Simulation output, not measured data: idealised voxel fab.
You're looking at the process module voxel air gaps.
Cross-sectional view cut (width: 230 nm; square cell size: 5 nm).
Heads up, the way a cross-section reads in here is a grid of square cells, handed over as bands from the top down, with every band being one or more rows of cells. Per band: top height and bottom height in nm, followed by the left-to-right materials and their widths in nm; "full width" marks a single material spanning edge to edge, "blank" marks empty space. Ref level 0: as-received wafer is one material below here. Bottom band extends down with no lower bound ("from 0 down"). Per-row width for "30->40": begins at first number (top row of band), ends at second number (bottom row), increment between rows held constant. What does "stayed the same" mean for a step? It means no cell of the cross-section changed in that step. The entry "Closed cavities" lists the empty spaces that cover at least 8 cells and have no open path to the top. Each is written as width x height at distance, where the distance is measured from the left edge and all three values are in nm. On each step's line, the part that comes after the settings is the simulator's own comment on the step. For masked steps, "overlay nm" on the step line gives how far right of plan the mask actually lay; a minus sign means it lay to the left.

### Planned step list for the process
1 op RECEIVE | material Si
2 op CONFORMAL_DEP | material SiO2 | thk nm 10
3 op CONFORMAL_DEP | material SiCN | thk nm 5
4 op DIRECTIONAL_DEP | material SiO2 | thk nm 35
5 op PATTERN | tone open | mask id LINES | material resist | width nm 15 | pitch nm 40 | thk nm 20 | overlay nm 0
6 op DIRECTIONAL_ETCH | etch materials SiO2 | depth nm 35
7 op STRIP | etch materials resist
8 op CONFORMAL_DEP | material TiN | thk nm 5
9 op FILL_DEP | material W | thk nm 5
10 op CMP | height nm 50
11 op EPI | material Ru | thk nm 10
12 op SELECTIVE_ETCH | etch materials SiO2 | depth nm 45
13 op CONFORMAL_DEP | material SiCN | thk nm 5

### The first wafer of two, processed as planned

### Delivered wafer in cross-section: state after step 1
- from 0 down = Si full width
- Closed cavities: none

### The wafer, seen in cross-section, after step 2
- from 10 to 0 = SiO2 full width
- Nothing below the height 0 has changed.

### The wafer, seen in cross-section, after step 3
- from 15 to 10 = SiCN full width
- Nothing below the height 10 has changed.

### The wafer, seen in cross-section, after step 4
- from 50 to 15 = SiO2 full width
- Nothing below the height 15 has changed.

### The wafer, seen in cross-section, after step 5
- from 70 to 50 = resist (65); blank (15); resist (25); blank (15); resist (25); blank (15); resist (70)
- Nothing below the height 50 has changed.

### The wafer, seen in cross-section, after step 6
- from 70 to 50 = resist (65); blank (15); resist (25); blank (15); resist (25); blank (15); resist (70)
- from 50 to 15 = SiO2 (65); blank (15); SiO2 (25); blank (15); SiO2 (25); blank (15); SiO2 (70)
- Nothing below the height 15 has changed.

### The wafer, seen in cross-section, after step 7
- from 50 to 15 = SiO2 (65); blank (15); SiO2 (25); blank (15); SiO2 (25); blank (15); SiO2 (70)
- Nothing below the height 15 has changed.

### The wafer, seen in cross-section, after step 8
- from 55 to 50 = TiN (70); blank (5); TiN (35); blank (5); TiN (35); blank (5); TiN (75)
- from 50 to 20 = SiO2 (65); TiN (5); blank (5); TiN (5); SiO2 (25); TiN (5); blank (5); TiN (5); SiO2 (25); TiN (5); blank (5); TiN (5); SiO2 (70)
- from 20 to 15 = SiO2 (65); TiN (15); SiO2 (25); TiN (15); SiO2 (25); TiN (15); SiO2 (70)
- Nothing below the height 15 has changed.

### The wafer, seen in cross-section, after step 9
- from 60 to 55 = W full width
- from 55 to 50 = TiN (70); W (5); TiN (35); W (5); TiN (35); W (5); TiN (75)
- from 50 to 20 = SiO2 (65); TiN (5); W (5); TiN (5); SiO2 (25); TiN (5); W (5); TiN (5); SiO2 (25); TiN (5); W (5); TiN (5); SiO2 (70)
- Nothing below the height 20 has changed.

### The wafer, seen in cross-section, after step 10
- from 50 to 20 = SiO2 (65); TiN (5); W (5); TiN (5); SiO2 (25); TiN (5); W (5); TiN (5); SiO2 (25); TiN (5); W (5); TiN (5); SiO2 (70)
- Nothing below the height 20 has changed.

### The wafer, seen in cross-section, after step 11
- from 60 to 50 = blank (55); Ru (35); blank (5); Ru (35); blank (5); Ru (35); blank (60)
- Nothing below the height 50 has changed.

### The wafer, seen in cross-section, after step 12
- from 60 to 50 = blank (55); Ru (35); blank (5); Ru (35); blank (5); Ru (35); blank (60)
- from 50 to 20 = blank (65); TiN (5); W (5); TiN (5); blank (25); TiN (5); W (5); TiN (5); blank (25); TiN (5); W (5); TiN (5); blank (70)
- from 20 to 15 = blank (65); TiN (15); blank (25); TiN (15); blank (25); TiN (15); blank (70)
- Nothing below the height 15 has changed.

### The wafer, seen in cross-section, after step 13
- from 65 to 60 = blank (50); SiCN (125); blank (55)
- from 60 to 50 = blank (50); SiCN (5); Ru (35); SiCN (5); Ru (35); SiCN (5); Ru (35); SiCN (5); blank (55)
- from 50 to 45 = blank (50); SiCN (15); TiN (5); W (5); TiN (5); SiCN (25); TiN (5); W (5); TiN (5); SiCN (25); TiN (5); W (5); TiN (5); SiCN (15); blank (55)
- from 45 to 20 = blank (60); SiCN (5); TiN (5); W (5); TiN (5); SiCN (5); blank (15); SiCN (5); TiN (5); W (5); TiN (5); SiCN (5); blank (15); SiCN (5); TiN (5); W (5); TiN (5); SiCN (5); blank (65)
- from 20 to 15 = SiCN (65); TiN (15); SiCN (25); TiN (15); SiCN (25); TiN (15); SiCN (70)
- Nothing below the height 15 has changed.
- Closed cavities: 15 x 25 at 85; 15 x 25 at 125

### Wafer two: like wafer one in start and plan, but with one mistake in execution; identical up to and including step 4

### Cross-section of the second wafer when, according to plan, step 5 should have finished
- from 70 to 50 = blank (65); resist (15); blank (25); resist (15); blank (25); resist (15); blank (70)
- Nothing below the height 50 has changed.

### Cross-section of the second wafer when, according to plan, step 6 should have finished
- from 70 to 50 = blank (65); resist (15); blank (25); resist (15); blank (25); resist (15); blank (70)
- from 50 to 15 = blank (65); SiO2 (15); blank (25); SiO2 (15); blank (25); SiO2 (15); blank (70)
- Nothing below the height 15 has changed.

### Cross-section of the second wafer when, according to plan, step 7 should have finished
- from 50 to 15 = blank (65); SiO2 (15); blank (25); SiO2 (15); blank (25); SiO2 (15); blank (70)
- Nothing below the height 15 has changed.

### Cross-section of the second wafer when, according to plan, step 8 should have finished
- from 55 to 50 = blank (60); TiN (25); blank (15); TiN (25); blank (15); TiN (25); blank (65)
- from 50 to 20 = blank (60); TiN (5); SiO2 (15); TiN (5); blank (15); TiN (5); SiO2 (15); TiN (5); blank (15); TiN (5); SiO2 (15); TiN (5); blank (65)
- from 20 to 15 = TiN (65); SiO2 (15); TiN (25); SiO2 (15); TiN (25); SiO2 (15); TiN (70)
- Nothing below the height 15 has changed.

### Cross-section of the second wafer when, according to plan, step 9 should have finished
- from 60 to 55 = W full width
- from 55 to 50 = W (60); TiN (25); W (15); TiN (25); W (15); TiN (25); W (65)
- from 50 to 20 = W (60); TiN (5); SiO2 (15); TiN (5); W (15); TiN (5); SiO2 (15); TiN (5); W (15); TiN (5); SiO2 (15); TiN (5); W (65)
- Nothing below the height 20 has changed.

### Cross-section of the second wafer when, according to plan, step 10 should have finished
- from 50 to 20 = W (60); TiN (5); SiO2 (15); TiN (5); W (15); TiN (5); SiO2 (15); TiN (5); W (15); TiN (5); SiO2 (15); TiN (5); W (65)
- Nothing below the height 20 has changed.

### Cross-section of the second wafer when, according to plan, step 11 should have finished
- from 60 to 50 = Ru full width
- Nothing below the height 50 has changed.

Cross-section of the second wafer when, according to plan, step 12 should have finished: stayed the same

### Cross-section of the second wafer when, according to plan, step 13 should have finished
- from 65 to 60 = SiCN full width
- Nothing below the height 60 has changed.
What broke from the plan during processing? step 5 ran with different settings than intended, the actual operation and settings being op PATTERN | tone cover | mask id LINES | material resist | width nm 15 | pitch nm 40 | thk nm 20 | overlay nm 0
Final tally in cells, some materials are higher or lower on the second wafer than on the first: Ru: 50 more | SiCN: 70 fewer | SiO2: 63 more | TiN: 28 more | W: 168 more
Wafer, first: 2 closed voids at end. Wafer, second: 0.
